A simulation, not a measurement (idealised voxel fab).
Process module under the name voxel transistor to metal
Each square cell in cross-section cut measures 5 nm, and the section as a whole is 145 nm wide.
Square cells in a grid make up a cross-section in this document, and the grid is given as bands, listed from the top down, each one or more rows of cells.
Band: top and bottom heights (nm) first, top before bottom; then materials from left to right, widths in nm. "edge to edge" marks a sole material filling the band edge to edge. "empty" denotes empty space.
Height reference: 0 = level under which incoming wafer is all one material. Lowest band: no bottom, runs on downward, e.g. "0 -> down".
Graded width ("30->40"): value in top row of band = first number; value in bottom row = second number; row-to-row change constant.
Step note "changes: none" = no cross-section cell changed.
Any empty space of 8 cells or more lacking an open way to the top shows up in "Enclosed empty spaces" as width x height at distance, distance from the left edge, in nm.
Formally, on a step line, whatever follows the settings is a remark that the simulator itself makes on the step.
The setting "overlay nm" may be written on the line of a step. When the step uses a mask, the value reports how far to the right of the planned place the mask lay, and a negative value reports that it lay to the left.
Process steps foreseen in the plan:
| 1 | RECEIVE [material Si] |
| 2 | CONFORMAL_DEP [material SiO2] [thk nm 5] |
| 3 | CONFORMAL_DEP [material SiN] [thk nm 15] |
| 4 | DIRECTIONAL_DEP [material aC] [thk nm 10] |
| 5 | PATTERN [tone cover] [mask id ACTIVE] [material resist] [width nm 100] [thk nm 25] [overlay nm 0] |
| 6 | DIRECTIONAL_ETCH [etch materials aC] [depth nm 10] |
| 7 | STRIP [etch materials resist] |
| 8 | DIRECTIONAL_ETCH [etch materials SiN] [depth nm 15] |
| 9 | DIRECTIONAL_ETCH [etch materials SiO2] [depth nm 5] |
| 10 | DIRECTIONAL_ETCH [etch materials Si] [depth nm 20] |
| 11 | STRIP [etch materials aC] |
| 12 | FILL_DEP [material SiO2] [thk nm 15] |
| 13 | CMP [height nm 20] |
| 14 | SELECTIVE_ETCH [etch materials SiO2] [depth nm 15] |
| 15 | STRIP [etch materials SiN] |
| 16 | SELECTIVE_ETCH [etch materials SiO2] [depth nm 5] |
| 17 | OXIDIZE [depth nm 5] |
| 18 | DIRECTIONAL_DEP [material polySi] [thk nm 25] |
| 19 | DIRECTIONAL_DEP [material SiCN] [thk nm 10] |
| 20 | MASKED_ETCH [tone cover] [mask id GATE] [width nm 20] [etch materials SiCN] [depth nm 20] [overlay nm 0] |
| 21 | MASKED_ETCH [tone cover] [mask id GATE] [width nm 20] [etch materials polySi] [depth nm 35] [overlay nm 0] |
| 22 | CONFORMAL_DEP [material SiO2] [thk nm 5] |
| 23 | DIRECTIONAL_ETCH [etch materials SiO2] [depth nm 5] |
| 24 | CONFORMAL_DEP [material SiN] [thk nm 10] |
| 25 | DIRECTIONAL_ETCH [etch materials SiN] [depth nm 10] |
| 26 | DIRECTIONAL_ETCH [etch materials SiO2] [depth nm 5] |
| 27 | DIRECTIONAL_ETCH [etch materials Si] [depth nm 5] |
| 28 | EPI [material pSi] [thk nm 10] |
| 29 | FILL_DEP [material SiO2] [thk nm 10] |
| 30 | CMP [height nm 35] |
| 31 | DIRECTIONAL_DEP [material SiO2] [thk nm 15] |
| 32 | MASKED_ETCH [tone open] [mask id CONTACT] [width nm 20] [pitch nm 70] [etch materials SiO2] [depth nm 50] [overlay nm 0] |
| 33 | CONFORMAL_DEP [material TiN] [thk nm 5] |
| 34 | FILL_DEP [material W] [thk nm 10] |
| 35 | CMP [height nm 50] |
| 36 | CONFORMAL_DEP [material SiN] [thk nm 5] |
| 37 | DIRECTIONAL_DEP [material lowk] [thk nm 15] |
| 38 | MASKED_ETCH [tone open] [mask id METAL_1] [width nm 20] [pitch nm 70] [etch materials lowk] [depth nm 15] [overlay nm 0] |
| 39 | MASKED_ETCH [tone open] [mask id METAL_1] [width nm 20] [pitch nm 70] [etch materials SiN] [depth nm 5] [overlay nm 0] |
| 40 | CONFORMAL_DEP [material TiN] [thk nm 5] |
| 41 | FILL_DEP [material Cu] [thk nm 10] |
| 42 | CMP [height nm 70] |
| 43 | CONFORMAL_DEP [material SiCN] [thk nm 5] |
| 44 | DIRECTIONAL_DEP [material lowk] [thk nm 30] |
| 45 | DIRECTIONAL_DEP [material aC] [thk nm 10] |
| 46 | PATTERN [tone open] [mask id METAL_2] [material resist] [width nm 20] [pitch nm 70] [thk nm 30] [overlay nm 0] |
| 47 | DIRECTIONAL_ETCH [etch materials aC] [depth nm 10] |
| 48 | STRIP [etch materials resist] |
| 49 | DIRECTIONAL_ETCH [etch materials lowk] [depth nm 15] |
| 50 | STRIP [etch materials aC] |
| 51 | DIRECTIONAL_DEP [material aC] [thk nm 10] |
| 52 | PATTERN [tone open] [mask id METAL_2_HOLES] [material resist] [width nm 15] [pitch nm 70] [thk nm 30] [overlay nm 0] |
| 53 | DIRECTIONAL_ETCH [etch materials aC] [depth nm 10] |
| 54 | STRIP [etch materials resist] |
| 55 | DIRECTIONAL_ETCH [etch materials lowk] [depth nm 15] |
| 56 | DIRECTIONAL_ETCH [etch materials SiCN] [depth nm 5] |
| 57 | STRIP [etch materials aC] |
| 58 | CONFORMAL_DEP [material TiN] [thk nm 5] |
| 59 | FILL_DEP [material Ru] [thk nm 10] |
| 60 | CMP [height nm 105] |
| 61 | CONFORMAL_DEP [material SiCN] [thk nm 5] |
Cross-sectional view of the wafer in its as-received condition, corresponding to the state after step 1:
- 0 -> down: Si edge to edge
- Enclosed empty spaces: none
Cross-section, first of two wafers, end of module, run as planned:
- 110 -> 105: SiCN edge to edge
- 105 -> 95: 25 of lowk; 5 of TiN; 10 of Ru; 5 of TiN; 50 of lowk; 5 of TiN; 10 of Ru; 5 of TiN; 30 of lowk
- 95 -> 90: 25 of lowk; 5 of TiN; 5 of Ru; 10 of TiN; 50 of lowk; 5 of TiN; 5 of Ru; 10 of TiN; 30 of lowk
- 90 -> 75: 25 of lowk; 5 of TiN; 5 of Ru; 5 of TiN; 55 of lowk; 5 of TiN; 5 of Ru; 5 of TiN; 35 of lowk
- 75 -> 70: 25 of SiCN; 15 of TiN; 55 of SiCN; 15 of TiN; 35 of SiCN
- 70 -> 55: 25 of lowk; 5 of TiN; 10 of Cu; 5 of TiN; 50 of lowk; 5 of TiN; 10 of Cu; 5 of TiN; 30 of lowk
- 55 -> 50: 25 of SiN; 20 of TiN; 50 of SiN; 20 of TiN; 30 of SiN
- 50 -> 35: 25 of SiO2; 5 of TiN; 10 of W; 5 of TiN; 50 of SiO2; 5 of TiN; 10 of W; 5 of TiN; 30 of SiO2
- 35 -> 25: 25 of SiO2; 5 of TiN; 10 of W; 5 of TiN; 10 of SiN; 5 of SiO2; 20 of SiCN; 5 of SiO2; 10 of SiN; 5 of TiN; 10 of W; 5 of TiN; 30 of SiO2
- 25 -> 10: 25 of SiO2; 5 of TiN; 10 of W; 5 of TiN; 10 of SiN; 5 of SiO2; 20 of polySi; 5 of SiO2; 10 of SiN; 5 of TiN; 10 of W; 5 of TiN; 30 of SiO2
- 10 -> 5: 25 of SiO2; 20 of TiN; 10 of SiN; 5 of SiO2; 20 of polySi; 5 of SiO2; 10 of SiN; 20 of TiN; 30 of SiO2
- 5 -> 0: 25 of SiO2; 10 of TiN; 10 of pSi; 10 of SiN; 5 of SiO2; 20 of polySi; 5 of SiO2; 10 of SiN; 10 of pSi; 10 of TiN; 30 of SiO2
- 0 -> -5: 15 of SiO2; 30 of pSi; 50 of SiO2; 30 of pSi; 20 of SiO2
- -5 -> -10: 20 of SiO2; 25 of pSi; 50 of Si; 25 of pSi; 25 of SiO2
- -10 -> -20: 20 of SiO2; 100 of Si; 25 of SiO2
- -20 -> down: Si edge to edge
- Enclosed empty spaces: none
Wafer two cross-section, module end. Start and plan unchanged from wafer one; one mistake made during the run:
- 110 -> 105: SiCN edge to edge
- 105 -> 95: 25 of lowk; 5 of TiN; 10 of Ru; 5 of TiN; 50 of lowk; 5 of TiN; 10 of Ru; 5 of TiN; 30 of lowk
- 95 -> 90: 25 of lowk; 5 of TiN; 5 of Ru; 10 of TiN; 50 of lowk; 5 of TiN; 5 of Ru; 10 of TiN; 30 of lowk
- 90 -> 75: 25 of lowk; 5 of TiN; 5 of Ru; 5 of TiN; 55 of lowk; 5 of TiN; 5 of Ru; 5 of TiN; 35 of lowk
- 75 -> 70: 25 of SiCN; 15 of TiN; 55 of SiCN; 15 of TiN; 35 of SiCN
- 70 -> 55: 25 of lowk; 5 of TiN; 10 of Cu; 5 of TiN; 50 of lowk; 5 of TiN; 10 of Cu; 5 of TiN; 30 of lowk
- 55 -> 50: 25 of SiN; 20 of TiN; 50 of SiN; 20 of TiN; 30 of SiN
- 50 -> 35: 25 of SiO2; 5 of TiN; 10 of W; 5 of TiN; 50 of SiO2; 5 of TiN; 10 of W; 5 of TiN; 30 of SiO2
- 35 -> 30: 25 of SiO2; 5 of TiN; 10 of W; 5 of TiN; 10 of SiN; 5 of SiO2; 20 of SiCN; 5 of SiO2; 10 of SiN; 5 of TiN; 10 of W; 5 of TiN; 30 of SiO2
- 30 -> 25: 25 of SiO2; 5 of TiN; 10 of W; 5 of TiN; 10 of SiN; 5 of SiO2; 20 of SiCN; 5 of SiO2; 10 of SiN; 20 of TiN; 30 of SiO2
- 25 -> 10: 25 of SiO2; 5 of TiN; 10 of W; 5 of TiN; 10 of SiN; 5 of SiO2; 30 of polySi; 5 of SiO2; 10 of SiN; 10 of TiN; 30 of SiO2
- 10 -> 5: 25 of SiO2; 20 of TiN; 10 of SiN; 5 of SiO2; 30 of polySi; 5 of SiO2; 10 of SiN; 10 of TiN; 30 of SiO2
- 5 -> 0: 25 of SiO2; 10 of TiN; 10 of pSi; 10 of SiN; 5 of SiO2; 30 of polySi; 5 of SiO2; 10 of SiN; 10 of pSi; 30 of SiO2
- 0 -> -5: 15 of SiO2; 30 of pSi; 60 of SiO2; 20 of pSi; 20 of SiO2
- -5 -> -10: 20 of SiO2; 25 of pSi; 60 of Si; 15 of pSi; 25 of SiO2
- -10 -> -20: 20 of SiO2; 100 of Si; 25 of SiO2
- -20 -> down: Si edge to edge
- Enclosed empty spaces: none
So what did we get wrong on this run? for step 21, the planned setting was not used; the step was instead run as MASKED_ETCH [tone cover] [mask id GATE] [width nm 20] [etch materials polySi] [depth nm 35] [overlay nm 10]
In the final state, the cell counts of the second wafer exceed or fall short of those of the first for the following materials: Si: 2 more, SiO2: 2 more, TiN: 2 fewer, W: 8 fewer, pSi: 4 fewer, polySi: 10 more
